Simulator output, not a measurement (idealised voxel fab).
process module | voxel double patterning
cross-section cut | 260 nm wide | cells 5 nm
A cross-section is a grid of square cells, given in bands from the top down. A band is one or more rows of cells.
Each band's line starts with the height of the band's top and of its bottom, in nm. Then come its materials from left to right, each with its width in nm. One material with "throughout" fills the band from edge to edge. "air" is empty space.
Height 0 is the level under which the wafer as received is all one material. The lowest band goes on downwards, as in "0 down".
A width such as "30 to 40" changes by the same amount from each row of cells to the next, from the band's top row to its bottom row.
"no change" after a step means that no cell of the cross-section changed.
closed voids: empty space of 8 cells or more with no open way to the top, each as width x height at its distance from the left edge, in nm
after a step's settings: what the simulator itself notes on the step
overlay nm, on a step with a mask: how far to the right of its planned place the mask lay; to the left if negative
plan
1 op RECEIVE | material Si
2 op CONFORMAL_DEP | material SiO2 | thk nm 10
3 op DIRECTIONAL_DEP | material TiN | thk nm 15
4 op DIRECTIONAL_DEP | material SiCN | thk nm 5
5 op MASKED_ETCH | tone open | mask id FIRST | width nm 15 | pitch nm 50 | etch materials SiCN | depth nm 5 | overlay nm 0
6 op DIRECTIONAL_DEP | material aC | thk nm 15
7 op PATTERN | tone open | mask id SECOND | material resist | width nm 15 | pitch nm 50 | thk nm 35 | overlay nm 0
8 op DIRECTIONAL_ETCH | etch materials aC | depth nm 15
9 op STRIP | etch materials resist
10 op DIRECTIONAL_ETCH | etch materials SiCN | depth nm 5
11 op STRIP | etch materials aC
12 op DIRECTIONAL_ETCH | etch materials TiN | depth nm 15
13 op STRIP | etch materials SiCN
first wafer, as planned
as received, after step 1
  0 down: Si throughout
  closed voids: none
after step 2
  10 to 0: SiO2 throughout
  below 0: unchanged
after step 3
  25 to 10: TiN throughout
  below 10: unchanged
after step 4
  30 to 25: SiCN throughout
  below 25: unchanged
after step 5
  30 to 25: SiCN 70 | air 15 | SiCN 35 | air 15 | SiCN 35 | air 15 | SiCN 75
  below 25: unchanged
after step 6
  45 to 40: aC 70 | air 15 | aC 35 | air 15 | aC 35 | air 15 | aC 75
  40 to 30: aC throughout
  30 to 25: SiCN 70 | aC 15 | SiCN 35 | aC 15 | SiCN 35 | aC 15 | SiCN 75
  below 25: unchanged
after step 7
  80 to 45: resist 95 | air 15 | resist 35 | air 15 | resist 100
  45 to 40: aC 70 | resist 15 | aC 35 | resist 15 | aC 35 | resist 15 | aC 75
  below 40: unchanged
after step 8
  65 to 45: resist 95 | air 15 | resist 35 | air 15 | resist 100
  45 to 40: aC 70 | resist 15 | aC 10 | air 15 | aC 10 | resist 15 | aC 10 | air 15 | aC 10 | resist 15 | aC 75
  40 to 30: aC 95 | air 15 | aC 35 | air 15 | aC 100
  below 30: unchanged
after step 9
  45 to 40: aC 70 | air 15 | aC 10 | air 15 | aC 10 | air 15 | aC 10 | air 15 | aC 10 | air 15 | aC 75
  below 40: unchanged
after step 10
  45 to 40: aC 70 | air 15 | aC 10 | air 15 | aC 10 | air 15 | aC 10 | air 15 | aC 10 | air 15 | aC 75
  40 to 30: aC 95 | air 15 | aC 35 | air 15 | aC 100
  30 to 25: SiCN 70 | aC 15 | SiCN 10 | air 15 | SiCN 10 | aC 15 | SiCN 10 | air 15 | SiCN 10 | aC 15 | SiCN 75
  below 25: unchanged
after step 11
  30 to 25: SiCN 70 | air 15 | SiCN 10 | air 15 | SiCN 10 | air 15 | SiCN 10 | air 15 | SiCN 10 | air 15 | SiCN 75
  below 25: unchanged
after step 12
  30 to 25: SiCN 70 | air 15 | SiCN 10 | air 15 | SiCN 10 | air 15 | SiCN 10 | air 15 | SiCN 10 | air 15 | SiCN 75
  25 to 10: TiN 70 | air 15 | TiN 10 | air 15 | TiN 10 | air 15 | TiN 10 | air 15 | TiN 10 | air 15 | TiN 75
  below 10: unchanged
after step 13
  25 to 10: TiN 70 | air 15 | TiN 10 | air 15 | TiN 10 | air 15 | TiN 10 | air 15 | TiN 10 | air 15 | TiN 75
  below 10: unchanged
second wafer: like start, like plan, one mistake. Through step 1 it matches the first wafer
when step 2 should have ended
  5 to 0: SiO2 throughout
  below 0: unchanged
when step 3 should have ended
  20 to 5: TiN throughout
  below 5: unchanged
when step 4 should have ended
  25 to 20: SiCN throughout
  below 20: unchanged
when step 5 should have ended
  25 to 20: SiCN 70 | air 15 | SiCN 35 | air 15 | SiCN 35 | air 15 | SiCN 75
  below 20: unchanged
when step 6 should have ended
  40 to 35: aC 70 | air 15 | aC 35 | air 15 | aC 35 | air 15 | aC 75
  35 to 25: aC throughout
  25 to 20: SiCN 70 | aC 15 | SiCN 35 | aC 15 | SiCN 35 | aC 15 | SiCN 75
  below 20: unchanged
when step 7 should have ended
  75 to 40: resist 95 | air 15 | resist 35 | air 15 | resist 100
  40 to 35: aC 70 | resist 15 | aC 35 | resist 15 | aC 35 | resist 15 | aC 75
  below 35: unchanged
when step 8 should have ended
  60 to 40: resist 95 | air 15 | resist 35 | air 15 | resist 100
  40 to 35: aC 70 | resist 15 | aC 10 | air 15 | aC 10 | resist 15 | aC 10 | air 15 | aC 10 | resist 15 | aC 75
  35 to 25: aC 95 | air 15 | aC 35 | air 15 | aC 100
  below 25: unchanged
when step 9 should have ended
  40 to 35: aC 70 | air 15 | aC 10 | air 15 | aC 10 | air 15 | aC 10 | air 15 | aC 10 | air 15 | aC 75
  below 35: unchanged
when step 10 should have ended
  40 to 35: aC 70 | air 15 | aC 10 | air 15 | aC 10 | air 15 | aC 10 | air 15 | aC 10 | air 15 | aC 75
  35 to 25: aC 95 | air 15 | aC 35 | air 15 | aC 100
  25 to 20: SiCN 70 | aC 15 | SiCN 10 | air 15 | SiCN 10 | aC 15 | SiCN 10 | air 15 | SiCN 10 | aC 15 | SiCN 75
  below 20: unchanged
when step 11 should have ended
  25 to 20: SiCN 70 | air 15 | SiCN 10 | air 15 | SiCN 10 | air 15 | SiCN 10 | air 15 | SiCN 10 | air 15 | SiCN 75
  below 20: unchanged
when step 12 should have ended
  25 to 20: SiCN 70 | air 15 | SiCN 10 | air 15 | SiCN 10 | air 15 | SiCN 10 | air 15 | SiCN 10 | air 15 | SiCN 75
  20 to 5: TiN 70 | air 15 | TiN 10 | air 15 | TiN 10 | air 15 | TiN 10 | air 15 | TiN 10 | air 15 | TiN 75
  below 5: unchanged
when step 13 should have ended
  20 to 5: TiN 70 | air 15 | TiN 10 | air 15 | TiN 10 | air 15 | TiN 10 | air 15 | TiN 10 | air 15 | TiN 75
  below 5: unchanged
what went wrong: step 2 ran as: op CONFORMAL_DEP | material SiO2 | thk nm 5
at the end the second wafer has, in cells: 52 fewer of SiO2
